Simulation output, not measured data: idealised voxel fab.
process module | voxel fin reveal
cross-section cut | 245 nm wide | cells 5 nm
A cross-section is a grid of square cells, given in bands from the top down. A band is one or more rows of cells.
Each band's line starts with the height of the band's top and of its bottom, in nm. Then come its materials from left to right, each with its width in nm. One material with "throughout" fills the band from edge to edge. "air" is empty space.
Height 0 is the level under which the wafer as received is all one material. The lowest band goes on downwards, as in "0 down".
A width such as "30 to 40" changes by the same amount from each row of cells to the next, from the band's top row to its bottom row.
"no change" after a step means that no cell of the cross-section changed.
closed voids: empty space of 8 cells or more with no open way to the top, each as width x height at its distance from the left edge, in nm
after a step's settings: what the simulator itself notes on the step
overlay nm, on a step with a mask: how far to the right of its planned place the mask lay; to the left if negative
plan
1 op RECEIVE | material Si
2 op CONFORMAL_DEP | material SiN | thk nm 10
3 op MASKED_ETCH | tone cover | mask id FINS | width nm 15 | pitch nm 40 | etch materials SiN | depth nm 10 | overlay nm 0
4 op MASKED_ETCH | tone cover | mask id FINS | width nm 15 | pitch nm 40 | etch materials Si | depth nm 35 | overlay nm 0
5 op OXIDIZE | depth nm 5
6 op FILL_DEP | material SiO2 | thk nm 15
7 op CMP | height nm 10
8 op SELECTIVE_ETCH | etch materials SiO2 | depth nm 20
9 op STRIP | etch materials SiN
10 op CONFORMAL_DEP | material HfO2 | thk nm 5
varied across the wafers: width nm of step 3. The plan shows the first wafer's value. All wafers start alike
first wafer as received, after step 1
  0 down: Si throughout
  closed voids: none
each wafer at the end: cells of each material gained (+) or lost (-) since it was received, then its closed voids
width nm 15 | +65 HfO2 | -360 Si | +270 SiO2 | closed voids: none
width nm 20 | +65 HfO2 | -328 Si | +246 SiO2 | closed voids: none
width nm 25 | +65 HfO2 | -296 Si | +222 SiO2 | closed voids: none
